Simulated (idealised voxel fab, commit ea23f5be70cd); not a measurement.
process module | voxel quadruple lines
cross-section cut | 260 nm wide | cells 5 nm
A cross-section is a grid of square cells, given in bands from the top down. A band is one or more rows of cells.
Each band's line starts with the height of the band's top and of its bottom, in nm. Then come its materials from left to right, each with its width in nm. One material with "throughout" fills the band from edge to edge. "air" is empty space.
Height 0 is the level under which the wafer as received is all one material. The lowest band goes on downwards, as in "0 down".
A width such as "30 to 40" changes by the same amount from each row of cells to the next, from the band's top row to its bottom row.
"no change" after a step means that no cell of the cross-section changed.
closed voids: empty space of 8 cells or more with no open way to the top, each as width x height at its distance from the left edge, in nm
after a step's settings: what the simulator itself notes on the step
overlay nm, on a step with a mask: how far to the right of its planned place the mask lay; to the left if negative
plan
1 op RECEIVE | material Si
2 op CONFORMAL_DEP | material Al2O3 | thk nm 5
3 op DIRECTIONAL_DEP | material Ru | thk nm 10
4 op DIRECTIONAL_DEP | material polySi | thk nm 15
5 op DIRECTIONAL_DEP | material aC | thk nm 25
6 op PATTERN | tone cover | mask id MANDREL | material resist | width nm 30 | pitch nm 80 | thk nm 35 | overlay nm 0
7 op DIRECTIONAL_ETCH | etch materials aC | depth nm 25
8 op STRIP | etch materials resist
9 op CONFORMAL_DEP | material SiO2 | thk nm 10
10 op DIRECTIONAL_ETCH | etch materials SiO2 | depth nm 10
11 op STRIP | etch materials aC
12 op DIRECTIONAL_ETCH | etch materials polySi | depth nm 15
13 op STRIP | etch materials SiO2
14 op CONFORMAL_DEP | material SiCN | thk nm 10
15 op DIRECTIONAL_ETCH | etch materials SiCN | depth nm 10
16 op STRIP | etch materials polySi
17 op DIRECTIONAL_ETCH | etch materials Ru | depth nm 10
18 op STRIP | etch materials SiCN
first wafer, as planned
as received, after step 1
  0 down: Si throughout
  closed voids: none
after step 2
  5 to 0: Al2O3 throughout
  below 0: unchanged
after step 3
  15 to 5: Ru throughout
  below 5: unchanged
after step 4
  30 to 15: polySi throughout
  below 15: unchanged
after step 5
  55 to 30: aC throughout
  below 30: unchanged
after step 6
  90 to 55: air 75 | resist 30 | air 50 | resist 30 | air 75
  below 55: unchanged
after step 7
  65 to 55: air 75 | resist 30 | air 50 | resist 30 | air 75
  55 to 30: air 75 | aC 30 | air 50 | aC 30 | air 75
  below 30: unchanged
after step 8
  55 to 30: air 75 | aC 30 | air 50 | aC 30 | air 75
  below 30: unchanged
after step 9
  65 to 55: air 65 | SiO2 50 | air 30 | SiO2 50 | air 65
  55 to 40: air 65 | SiO2 10 | aC 30 | SiO2 10 | air 30 | SiO2 10 | aC 30 | SiO2 10 | air 65
  40 to 30: SiO2 75 | aC 30 | SiO2 50 | aC 30 | SiO2 75
  below 30: unchanged
after step 10
  55 to 30: air 65 | SiO2 10 | aC 30 | SiO2 10 | air 30 | SiO2 10 | aC 30 | SiO2 10 | air 65
  below 30: unchanged
after step 11
  55 to 30: air 65 | SiO2 10 | air 30 | SiO2 10 | air 30 | SiO2 10 | air 30 | SiO2 10 | air 65
  below 30: unchanged
after step 12
  55 to 30: air 65 | SiO2 10 | air 30 | SiO2 10 | air 30 | SiO2 10 | air 30 | SiO2 10 | air 65
  30 to 15: air 65 | polySi 10 | air 30 | polySi 10 | air 30 | polySi 10 | air 30 | polySi 10 | air 65
  below 15: unchanged
after step 13
  30 to 15: air 65 | polySi 10 | air 30 | polySi 10 | air 30 | polySi 10 | air 30 | polySi 10 | air 65
  below 15: unchanged
after step 14
  40 to 30: air 55 | SiCN 30 | air 10 | SiCN 30 | air 10 | SiCN 30 | air 10 | SiCN 30 | air 55
  30 to 25: air 55 | SiCN 10 | polySi 10 | SiCN 10 | air 10 | SiCN 10 | polySi 10 | SiCN 10 | air 10 | SiCN 10 | polySi 10 | SiCN 10 | air 10 | SiCN 10 | polySi 10 | SiCN 10 | air 55
  25 to 15: SiCN 65 | polySi 10 | SiCN 30 | polySi 10 | SiCN 30 | polySi 10 | SiCN 30 | polySi 10 | SiCN 65
  below 15: unchanged
after step 15
  30 to 15: air 55 | SiCN 10 | polySi 10 | SiCN 10 | air 10 | SiCN 10 | polySi 10 | SiCN 10 | air 10 | SiCN 10 | polySi 10 | SiCN 10 | air 10 | SiCN 10 | polySi 10 | SiCN 10 | air 55
  below 15: unchanged
after step 16
  30 to 15: air 55 | SiCN 10 | air 10 | SiCN 10 | air 10 | SiCN 10 | air 10 | SiCN 10 | air 10 | SiCN 10 | air 10 | SiCN 10 | air 10 | SiCN 10 | air 10 | SiCN 10 | air 55
  below 15: unchanged
after step 17
  30 to 15: air 55 | SiCN 10 | air 10 | SiCN 10 | air 10 | SiCN 10 | air 10 | SiCN 10 | air 10 | SiCN 10 | air 10 | SiCN 10 | air 10 | SiCN 10 | air 10 | SiCN 10 | air 55
  15 to 5: air 55 | Ru 10 | air 10 | Ru 10 | air 10 | Ru 10 | air 10 | Ru 10 | air 10 | Ru 10 | air 10 | Ru 10 | air 10 | Ru 10 | air 10 | Ru 10 | air 55
  below 5: unchanged
after step 18
  15 to 5: air 55 | Ru 10 | air 10 | Ru 10 | air 10 | Ru 10 | air 10 | Ru 10 | air 10 | Ru 10 | air 10 | Ru 10 | air 10 | Ru 10 | air 10 | Ru 10 | air 55
  below 5: unchanged
second wafer: like start, like plan, one mistake. Through step 1 it matches the first wafer
when step 2 should have ended: no change
when step 3 should have ended
  10 to 0: Ru throughout
  below 0: unchanged
when step 4 should have ended
  25 to 10: polySi throughout
  below 10: unchanged
when step 5 should have ended
  50 to 25: aC throughout
  below 25: unchanged
when step 6 should have ended
  85 to 50: air 75 | resist 30 | air 50 | resist 30 | air 75
  below 50: unchanged
when step 7 should have ended
  60 to 50: air 75 | resist 30 | air 50 | resist 30 | air 75
  50 to 25: air 75 | aC 30 | air 50 | aC 30 | air 75
  below 25: unchanged
when step 8 should have ended
  50 to 25: air 75 | aC 30 | air 50 | aC 30 | air 75
  below 25: unchanged
when step 9 should have ended
  60 to 50: air 65 | SiO2 50 | air 30 | SiO2 50 | air 65
  50 to 35: air 65 | SiO2 10 | aC 30 | SiO2 10 | air 30 | SiO2 10 | aC 30 | SiO2 10 | air 65
  35 to 25: SiO2 75 | aC 30 | SiO2 50 | aC 30 | SiO2 75
  below 25: unchanged
when step 10 should have ended
  50 to 25: air 65 | SiO2 10 | aC 30 | SiO2 10 | air 30 | SiO2 10 | aC 30 | SiO2 10 | air 65
  below 25: unchanged
when step 11 should have ended
  50 to 25: air 65 | SiO2 10 | air 30 | SiO2 10 | air 30 | SiO2 10 | air 30 | SiO2 10 | air 65
  below 25: unchanged
when step 12 should have ended
  50 to 25: air 65 | SiO2 10 | air 30 | SiO2 10 | air 30 | SiO2 10 | air 30 | SiO2 10 | air 65
  25 to 10: air 65 | polySi 10 | air 30 | polySi 10 | air 30 | polySi 10 | air 30 | polySi 10 | air 65
  below 10: unchanged
when step 13 should have ended
  25 to 10: air 65 | polySi 10 | air 30 | polySi 10 | air 30 | polySi 10 | air 30 | polySi 10 | air 65
  below 10: unchanged
when step 14 should have ended
  35 to 25: air 55 | SiCN 30 | air 10 | SiCN 30 | air 10 | SiCN 30 | air 10 | SiCN 30 | air 55
  25 to 20: air 55 | SiCN 10 | polySi 10 | SiCN 10 | air 10 | SiCN 10 | polySi 10 | SiCN 10 | air 10 | SiCN 10 | polySi 10 | SiCN 10 | air 10 | SiCN 10 | polySi 10 | SiCN 10 | air 55
  20 to 10: SiCN 65 | polySi 10 | SiCN 30 | polySi 10 | SiCN 30 | polySi 10 | SiCN 30 | polySi 10 | SiCN 65
  below 10: unchanged
when step 15 should have ended
  25 to 10: air 55 | SiCN 10 | polySi 10 | SiCN 10 | air 10 | SiCN 10 | polySi 10 | SiCN 10 | air 10 | SiCN 10 | polySi 10 | SiCN 10 | air 10 | SiCN 10 | polySi 10 | SiCN 10 | air 55
  below 10: unchanged
when step 16 should have ended
  25 to 10: air 55 | SiCN 10 | air 10 | SiCN 10 | air 10 | SiCN 10 | air 10 | SiCN 10 | air 10 | SiCN 10 | air 10 | SiCN 10 | air 10 | SiCN 10 | air 10 | SiCN 10 | air 55
  below 10: unchanged
when step 17 should have ended
  25 to 10: air 55 | SiCN 10 | air 10 | SiCN 10 | air 10 | SiCN 10 | air 10 | SiCN 10 | air 10 | SiCN 10 | air 10 | SiCN 10 | air 10 | SiCN 10 | air 10 | SiCN 10 | air 55
  10 to 0: air 55 | Ru 10 | air 10 | Ru 10 | air 10 | Ru 10 | air 10 | Ru 10 | air 10 | Ru 10 | air 10 | Ru 10 | air 10 | Ru 10 | air 10 | Ru 10 | air 55
  below 0: unchanged
when step 18 should have ended
  10 to 0: air 55 | Ru 10 | air 10 | Ru 10 | air 10 | Ru 10 | air 10 | Ru 10 | air 10 | Ru 10 | air 10 | Ru 10 | air 10 | Ru 10 | air 10 | Ru 10 | air 55
  below 0: unchanged
what went wrong: step 2 was left out
at the end the second wafer has, in cells: 52 fewer of Al2O3
